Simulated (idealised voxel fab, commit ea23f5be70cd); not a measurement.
The process module that follows is named voxel capacitor over wiring.
Displayed cross-section: cut, width of 180 nm, square cells sized 5 nm.
Cross-section format: a grid of square cells, given as bands from top to bottom; each band is one or more rows of cells. What a band's entry tells you: where the top is and where the bottom is, as heights in nm, and after that what lies inside, material by material from left to right, each with its width in nm. Empty space is written as the word "blank", and a single material marked with the word "throughout" occupies the band from edge to edge. The level at which height equals 0 is the one under which the wafer, as it arrives, is entirely one material. No lower edge exists for the bottom band, which continues downward and is notated as in "0 and below". A width given as "30..40" starts at the first number in the band's top row and ends at the second number in its bottom row, shifting by an equal amount at every step from row to row. Key: "everything unchanged" - step with no changed cell in the cross-section. So "Voids, fully enclosed" is basically the list of trapped voids: any empty space of 8 cells or more that can't reach the top through an opening. They're written width x height at distance, the distance being from the left edge, and it's all nm. Anything after a step's settings on that line? It's the simulator's own note about the step. The setting "overlay nm" may be written on the line of a step. When the step uses a mask, the value reports how far to the right of the planned place the mask lay, and a negative value reports that it lay to the left.

# Steps in the process plan
| 1 | op RECEIVE | material Si |
| 2 | op CONFORMAL_DEP | material SiO2 | thk nm 10 |
| 3 | op CONFORMAL_DEP | material SiCN | thk nm 5 |
| 4 | op DIRECTIONAL_DEP | material lowk | thk nm 20 |
| 5 | op MASKED_ETCH | tone open | mask id METAL_1 | width nm 25 | pitch nm 95 | etch materials lowk | depth nm 20 | overlay nm 0 |
| 6 | op MASKED_ETCH | tone open | mask id METAL_1 | width nm 25 | pitch nm 95 | etch materials SiCN | depth nm 5 | overlay nm 0 |
| 7 | op CONFORMAL_DEP | material TiN | thk nm 5 |
| 8 | op FILL_DEP | material Cu | thk nm 5 |
| 9 | op CMP | height nm 35 |
| 10 | op CONFORMAL_DEP | material SiCN | thk nm 5 |
| 11 | op DIRECTIONAL_DEP | material SiO2 | thk nm 20 |
| 12 | op MASKED_ETCH | tone open | mask id PLUG_1 | width nm 15 | etch materials SiO2 | depth nm 20 | overlay nm 0 |
| 13 | op MASKED_ETCH | tone open | mask id PLUG_1 | width nm 15 | etch materials SiCN | depth nm 5 | overlay nm 0 |
| 14 | op CONFORMAL_DEP | material TiN | thk nm 5 |
| 15 | op FILL_DEP | material W | thk nm 10 |
| 16 | op CMP | height nm 60 |
| 17 | op DIRECTIONAL_DEP | material TiN | thk nm 10 |
| 18 | op DIRECTIONAL_DEP | material SiN | thk nm 5 |
| 19 | op DIRECTIONAL_DEP | material TiN | thk nm 5 |
| 20 | op DIRECTIONAL_DEP | material aC | thk nm 15 |
| 21 | op PATTERN | tone cover | mask id UPPER_PLATE | material resist | width nm 75 | thk nm 30 | overlay nm 0 |
| 22 | op DIRECTIONAL_ETCH | etch materials aC | depth nm 15 |
| 23 | op STRIP | etch materials resist |
| 24 | op DIRECTIONAL_ETCH | etch materials TiN | depth nm 5 |
| 25 | op DIRECTIONAL_ETCH | etch materials SiN | depth nm 5 |
| 26 | op STRIP | etch materials aC |
| 27 | op PATTERN | tone cover | mask id LOWER_PLATE | material resist | width nm 85 | thk nm 15 | overlay nm 0 |
| 28 | op DIRECTIONAL_ETCH | etch materials TiN | depth nm 10 |
| 29 | op STRIP | etch materials resist |
| 30 | op FILL_DEP | material SiO2 | thk nm 15 |
| 31 | op CMP | height nm 90 |
| 32 | op DIRECTIONAL_DEP | material aC | thk nm 15 |
| 33 | op PATTERN | tone open | mask id PLUG_2 | material resist | width nm 15 | thk nm 35 | overlay nm 0 |
| 34 | op DIRECTIONAL_ETCH | etch materials aC | depth nm 15 |
| 35 | op STRIP | etch materials resist |
| 36 | op DIRECTIONAL_ETCH | etch materials SiO2 | depth nm 10 |
| 37 | op STRIP | etch materials aC |
| 38 | op CONFORMAL_DEP | material TiN | thk nm 5 |
| 39 | op FILL_DEP | material W | thk nm 10 |
| 40 | op CMP | height nm 90 |
| 41 | op CONFORMAL_DEP | material SiCN | thk nm 5 |

# Concerning the first of two wafers, which was run in accordance with the plan

# So this is the incoming wafer in cross-section - it's already been through step 1
	0 and below | Si throughout
	Voids, fully enclosed: none

# The following cross-section depicts the wafer upon completion of step 2
	10 down to 0 | SiO2 throughout
	For the remainder of the cross-section, below 0, there is no change.

# The following cross-section depicts the wafer upon completion of step 3
	15 down to 10 | SiCN throughout
	For the remainder of the cross-section, below 10, there is no change.

# The following cross-section depicts the wafer upon completion of step 4
	35 down to 15 | lowk throughout
	For the remainder of the cross-section, below 15, there is no change.

# The following cross-section depicts the wafer upon completion of step 5
	35 down to 15 | 30 of lowk | 25 of blank | 70 of lowk | 25 of blank | 30 of lowk
	For the remainder of the cross-section, below 15, there is no change.

# The following cross-section depicts the wafer upon completion of step 6
	35 down to 15 | 30 of lowk | 25 of blank | 70 of lowk | 25 of blank | 30 of lowk
	15 down to 10 | 30 of SiCN | 25 of blank | 70 of SiCN | 25 of blank | 30 of SiCN
	For the remainder of the cross-section, below 10, there is no change.

# The following cross-section depicts the wafer upon completion of step 7
	40 down to 35 | 35 of TiN | 15 of blank | 80 of TiN | 15 of blank | 35 of TiN
	35 down to 15 | 30 of lowk | 5 of TiN | 15 of blank | 5 of TiN | 70 of lowk | 5 of TiN | 15 of blank | 5 of TiN | 30 of lowk
	15 down to 10 | 30 of SiCN | 25 of TiN | 70 of SiCN | 25 of TiN | 30 of SiCN
	For the remainder of the cross-section, below 10, there is no change.

# The following cross-section depicts the wafer upon completion of step 8
	45 down to 40 | Cu throughout
	40 down to 35 | 35 of TiN | 15 of Cu | 80 of TiN | 15 of Cu | 35 of TiN
	35 down to 15 | 30 of lowk | 5 of TiN | 15 of Cu | 5 of TiN | 70 of lowk | 5 of TiN | 15 of Cu | 5 of TiN | 30 of lowk
	For the remainder of the cross-section, below 15, there is no change.

# The following cross-section depicts the wafer upon completion of step 9
	35 down to 15 | 30 of lowk | 5 of TiN | 15 of Cu | 5 of TiN | 70 of lowk | 5 of TiN | 15 of Cu | 5 of TiN | 30 of lowk
	For the remainder of the cross-section, below 15, there is no change.

# The following cross-section depicts the wafer upon completion of step 10
	40 down to 35 | SiCN throughout
	For the remainder of the cross-section, below 35, there is no change.

# The following cross-section depicts the wafer upon completion of step 11
	60 down to 40 | SiO2 throughout
	For the remainder of the cross-section, below 40, there is no change.

# The following cross-section depicts the wafer upon completion of step 12
	60 down to 40 | 40 of SiO2 | 15 of blank | 125 of SiO2
	For the remainder of the cross-section, below 40, there is no change.

# The following cross-section depicts the wafer upon completion of step 13
	60 down to 40 | 40 of SiO2 | 15 of blank | 125 of SiO2
	40 down to 35 | 40 of SiCN | 15 of blank | 125 of SiCN
	For the remainder of the cross-section, below 35, there is no change.

# The following cross-section depicts the wafer upon completion of step 14
	65 down to 60 | 45 of TiN | 5 of blank | 130 of TiN
	60 down to 40 | 40 of SiO2 | 5 of TiN | 5 of blank | 5 of TiN | 125 of SiO2
	40 down to 35 | 40 of SiCN | 15 of TiN | 125 of SiCN
	For the remainder of the cross-section, below 35, there is no change.

# The following cross-section depicts the wafer upon completion of step 15
	75 down to 65 | W throughout
	65 down to 60 | 45 of TiN | 5 of W | 130 of TiN
	60 down to 40 | 40 of SiO2 | 5 of TiN | 5 of W | 5 of TiN | 125 of SiO2
	For the remainder of the cross-section, below 40, there is no change.

# The following cross-section depicts the wafer upon completion of step 16
	60 down to 40 | 40 of SiO2 | 5 of TiN | 5 of W | 5 of TiN | 125 of SiO2
	For the remainder of the cross-section, below 40, there is no change.

# The following cross-section depicts the wafer upon completion of step 17
	70 down to 60 | TiN throughout
	For the remainder of the cross-section, below 60, there is no change.

# The following cross-section depicts the wafer upon completion of step 18
	75 down to 70 | SiN throughout
	For the remainder of the cross-section, below 70, there is no change.

# The following cross-section depicts the wafer upon completion of step 19
	80 down to 75 | TiN throughout
	For the remainder of the cross-section, below 75, there is no change.

# The following cross-section depicts the wafer upon completion of step 20
	95 down to 80 | aC throughout
	For the remainder of the cross-section, below 80, there is no change.

# The following cross-section depicts the wafer upon completion of step 21
	125 down to 95 | 40 of blank | 75 of resist | 65 of blank
	For the remainder of the cross-section, below 95, there is no change.

# The following cross-section depicts the wafer upon completion of step 22
	110 down to 95 | 40 of blank | 75 of resist | 65 of blank
	95 down to 80 | 40 of blank | 75 of aC | 65 of blank
	For the remainder of the cross-section, below 80, there is no change.

# The following cross-section depicts the wafer upon completion of step 23
	95 down to 80 | 40 of blank | 75 of aC | 65 of blank
	For the remainder of the cross-section, below 80, there is no change.

# The following cross-section depicts the wafer upon completion of step 24
	95 down to 80 | 40 of blank | 75 of aC | 65 of blank
	80 down to 75 | 40 of blank | 75 of TiN | 65 of blank
	For the remainder of the cross-section, below 75, there is no change.

# The following cross-section depicts the wafer upon completion of step 25
	95 down to 80 | 40 of blank | 75 of aC | 65 of blank
	80 down to 75 | 40 of blank | 75 of TiN | 65 of blank
	75 down to 70 | 40 of blank | 75 of SiN | 65 of blank
	For the remainder of the cross-section, below 70, there is no change.

# The following cross-section depicts the wafer upon completion of step 26
	80 down to 75 | 40 of blank | 75 of TiN | 65 of blank
	For the remainder of the cross-section, below 75, there is no change.

# The following cross-section depicts the wafer upon completion of step 27
	95 down to 80 | 35 of blank | 85 of resist | 60 of blank
	80 down to 75 | 35 of blank | 5 of resist | 75 of TiN | 5 of resist | 60 of blank
	75 down to 70 | 35 of blank | 5 of resist | 75 of SiN | 5 of resist | 60 of blank
	For the remainder of the cross-section, below 70, there is no change.

# The following cross-section depicts the wafer upon completion of step 28
	95 down to 80 | 35 of blank | 85 of resist | 60 of blank
	80 down to 75 | 35 of blank | 5 of resist | 75 of TiN | 5 of resist | 60 of blank
	75 down to 70 | 35 of blank | 5 of resist | 75 of SiN | 5 of resist | 60 of blank
	70 down to 60 | 35 of blank | 85 of TiN | 60 of blank
	For the remainder of the cross-section, below 60, there is no change.

# The following cross-section depicts the wafer upon completion of step 29
	80 down to 75 | 40 of blank | 75 of TiN | 65 of blank
	75 down to 70 | 40 of blank | 75 of SiN | 65 of blank
	For the remainder of the cross-section, below 70, there is no change.

# The following cross-section depicts the wafer upon completion of step 30
	95 down to 80 | SiO2 throughout
	80 down to 75 | 40 of SiO2 | 75 of TiN | 65 of SiO2
	75 down to 70 | 40 of SiO2 | 75 of SiN | 65 of SiO2
	70 down to 60 | 35 of SiO2 | 85 of TiN | 60 of SiO2
	For the remainder of the cross-section, below 60, there is no change.

# The following cross-section depicts the wafer upon completion of step 31
	90 down to 80 | SiO2 throughout
	For the remainder of the cross-section, below 80, there is no change.

# The following cross-section depicts the wafer upon completion of step 32
	105 down to 90 | aC throughout
	For the remainder of the cross-section, below 90, there is no change.

# The following cross-section depicts the wafer upon completion of step 33
	140 down to 105 | 50 of resist | 15 of blank | 115 of resist
	For the remainder of the cross-section, below 105, there is no change.

# The following cross-section depicts the wafer upon completion of step 34
	125 down to 105 | 50 of resist | 15 of blank | 115 of resist
	105 down to 90 | 50 of aC | 15 of blank | 115 of aC
	For the remainder of the cross-section, below 90, there is no change.

# The following cross-section depicts the wafer upon completion of step 35
	105 down to 90 | 50 of aC | 15 of blank | 115 of aC
	For the remainder of the cross-section, below 90, there is no change.

# The following cross-section depicts the wafer upon completion of step 36
	105 down to 90 | 50 of aC | 15 of blank | 115 of aC
	90 down to 80 | 50 of SiO2 | 15 of blank | 115 of SiO2
	For the remainder of the cross-section, below 80, there is no change.

# The following cross-section depicts the wafer upon completion of step 37
	90 down to 80 | 50 of SiO2 | 15 of blank | 115 of SiO2
	For the remainder of the cross-section, below 80, there is no change.

# The following cross-section depicts the wafer upon completion of step 38
	95 down to 90 | 55 of TiN | 5 of blank | 120 of TiN
	90 down to 85 | 50 of SiO2 | 5 of TiN | 5 of blank | 5 of TiN | 115 of SiO2
	85 down to 75 | 50..40 of SiO2 | 15..75 of TiN | 115..65 of SiO2
	For the remainder of the cross-section, below 75, there is no change.

# The following cross-section depicts the wafer upon completion of step 39
	105 down to 95 | W throughout
	95 down to 90 | 55 of TiN | 5 of W | 120 of TiN
	90 down to 85 | 50 of SiO2 | 5 of TiN | 5 of W | 5 of TiN | 115 of SiO2
	For the remainder of the cross-section, below 85, there is no change.

# The following cross-section depicts the wafer upon completion of step 40
	90 down to 85 | 50 of SiO2 | 5 of TiN | 5 of W | 5 of TiN | 115 of SiO2
	For the remainder of the cross-section, below 85, there is no change.

# The following cross-section depicts the wafer upon completion of step 41
	95 down to 90 | SiCN throughout
	For the remainder of the cross-section, below 90, there is no change.

# Okay, second wafer. Nothing different at the start, nothing different in the plan, just one mistake somewhere in the running. As far as step 9, counting that step, it's the first wafer all over again

# Second wafer, sectioned view, at step 10's planned end time
	55 down to 35 | SiO2 throughout
	For the remainder of the cross-section, below 35, there is no change.

# Second wafer, sectioned view, at step 11's planned end time
	60 down to 55 | SiCN throughout
	For the remainder of the cross-section, below 55, there is no change.

Second wafer, sectioned view, at step 12's planned end time: everything unchanged

# Second wafer, sectioned view, at step 13's planned end time
	60 down to 55 | 40 of SiCN | 15 of blank | 125 of SiCN
	For the remainder of the cross-section, below 55, there is no change.

# Second wafer, sectioned view, at step 14's planned end time
	65 down to 60 | 45 of TiN | 5 of blank | 130 of TiN
	60 down to 55 | 40 of SiCN | 15 of TiN | 125 of SiCN
	For the remainder of the cross-section, below 55, there is no change.

# Second wafer, sectioned view, at step 15's planned end time
	75 down to 65 | W throughout
	65 down to 60 | 45 of TiN | 5 of W | 130 of TiN
	For the remainder of the cross-section, below 60, there is no change.

# Second wafer, sectioned view, at step 16's planned end time
	60 down to 55 | 40 of SiCN | 15 of TiN | 125 of SiCN
	For the remainder of the cross-section, below 55, there is no change.

# Second wafer, sectioned view, at step 17's planned end time
	70 down to 60 | TiN throughout
	For the remainder of the cross-section, below 60, there is no change.

# Second wafer, sectioned view, at step 18's planned end time
	75 down to 70 | SiN throughout
	For the remainder of the cross-section, below 70, there is no change.

# Second wafer, sectioned view, at step 19's planned end time
	80 down to 75 | TiN throughout
	For the remainder of the cross-section, below 75, there is no change.

# Second wafer, sectioned view, at step 20's planned end time
	95 down to 80 | aC throughout
	For the remainder of the cross-section, below 80, there is no change.

# Second wafer, sectioned view, at step 21's planned end time
	125 down to 95 | 40 of blank | 75 of resist | 65 of blank
	For the remainder of the cross-section, below 95, there is no change.

# Second wafer, sectioned view, at step 22's planned end time
	110 down to 95 | 40 of blank | 75 of resist | 65 of blank
	95 down to 80 | 40 of blank | 75 of aC | 65 of blank
	For the remainder of the cross-section, below 80, there is no change.

# Second wafer, sectioned view, at step 23's planned end time
	95 down to 80 | 40 of blank | 75 of aC | 65 of blank
	For the remainder of the cross-section, below 80, there is no change.

# Second wafer, sectioned view, at step 24's planned end time
	95 down to 80 | 40 of blank | 75 of aC | 65 of blank
	80 down to 75 | 40 of blank | 75 of TiN | 65 of blank
	For the remainder of the cross-section, below 75, there is no change.

# Second wafer, sectioned view, at step 25's planned end time
	95 down to 80 | 40 of blank | 75 of aC | 65 of blank
	80 down to 75 | 40 of blank | 75 of TiN | 65 of blank
	75 down to 70 | 40 of blank | 75 of SiN | 65 of blank
	For the remainder of the cross-section, below 70, there is no change.

# Second wafer, sectioned view, at step 26's planned end time
	80 down to 75 | 40 of blank | 75 of TiN | 65 of blank
	For the remainder of the cross-section, below 75, there is no change.

# Second wafer, sectioned view, at step 27's planned end time
	95 down to 80 | 35 of blank | 85 of resist | 60 of blank
	80 down to 75 | 35 of blank | 5 of resist | 75 of TiN | 5 of resist | 60 of blank
	75 down to 70 | 35 of blank | 5 of resist | 75 of SiN | 5 of resist | 60 of blank
	For the remainder of the cross-section, below 70, there is no change.

# Second wafer, sectioned view, at step 28's planned end time
	95 down to 80 | 35 of blank | 85 of resist | 60 of blank
	80 down to 75 | 35 of blank | 5 of resist | 75 of TiN | 5 of resist | 60 of blank
	75 down to 70 | 35 of blank | 5 of resist | 75 of SiN | 5 of resist | 60 of blank
	70 down to 60 | 35 of blank | 85 of TiN | 60 of blank
	For the remainder of the cross-section, below 60, there is no change.

# Second wafer, sectioned view, at step 29's planned end time
	80 down to 75 | 40 of blank | 75 of TiN | 65 of blank
	75 down to 70 | 40 of blank | 75 of SiN | 65 of blank
	For the remainder of the cross-section, below 70, there is no change.

# Second wafer, sectioned view, at step 30's planned end time
	95 down to 80 | SiO2 throughout
	80 down to 75 | 40 of SiO2 | 75 of TiN | 65 of SiO2
	75 down to 70 | 40 of SiO2 | 75 of SiN | 65 of SiO2
	70 down to 60 | 35 of SiO2 | 85 of TiN | 60 of SiO2
	For the remainder of the cross-section, below 60, there is no change.

# Second wafer, sectioned view, at step 31's planned end time
	90 down to 80 | SiO2 throughout
	For the remainder of the cross-section, below 80, there is no change.

# Second wafer, sectioned view, at step 32's planned end time
	105 down to 90 | aC throughout
	For the remainder of the cross-section, below 90, there is no change.

# Second wafer, sectioned view, at step 33's planned end time
	140 down to 105 | 50 of resist | 15 of blank | 115 of resist
	For the remainder of the cross-section, below 105, there is no change.

# Second wafer, sectioned view, at step 34's planned end time
	125 down to 105 | 50 of resist | 15 of blank | 115 of resist
	105 down to 90 | 50 of aC | 15 of blank | 115 of aC
	For the remainder of the cross-section, below 90, there is no change.

# Second wafer, sectioned view, at step 35's planned end time
	105 down to 90 | 50 of aC | 15 of blank | 115 of aC
	For the remainder of the cross-section, below 90, there is no change.

# Second wafer, sectioned view, at step 36's planned end time
	105 down to 90 | 50 of aC | 15 of blank | 115 of aC
	90 down to 80 | 50 of SiO2 | 15 of blank | 115 of SiO2
	For the remainder of the cross-section, below 80, there is no change.

# Second wafer, sectioned view, at step 37's planned end time
	90 down to 80 | 50 of SiO2 | 15 of blank | 115 of SiO2
	For the remainder of the cross-section, below 80, there is no change.

# Second wafer, sectioned view, at step 38's planned end time
	95 down to 90 | 55 of TiN | 5 of blank | 120 of TiN
	90 down to 85 | 50 of SiO2 | 5 of TiN | 5 of blank | 5 of TiN | 115 of SiO2
	85 down to 75 | 50..40 of SiO2 | 15..75 of TiN | 115..65 of SiO2
	For the remainder of the cross-section, below 75, there is no change.

# Second wafer, sectioned view, at step 39's planned end time
	105 down to 95 | W throughout
	95 down to 90 | 55 of TiN | 5 of W | 120 of TiN
	90 down to 85 | 50 of SiO2 | 5 of TiN | 5 of W | 5 of TiN | 115 of SiO2
	For the remainder of the cross-section, below 85, there is no change.

# Second wafer, sectioned view, at step 40's planned end time
	90 down to 85 | 50 of SiO2 | 5 of TiN | 5 of W | 5 of TiN | 115 of SiO2
	For the remainder of the cross-section, below 85, there is no change.

# Second wafer, sectioned view, at step 41's planned end time
	95 down to 90 | SiCN throughout
	For the remainder of the cross-section, below 90, there is no change.
Here's what went sideways: step 10 ran in the slot meant for step 11, and vice versa
Once processing is complete, comparing cell counts shows that the second wafer has more or fewer of certain materials than the first: 12 more of SiO2, 8 fewer of TiN, 4 fewer of W
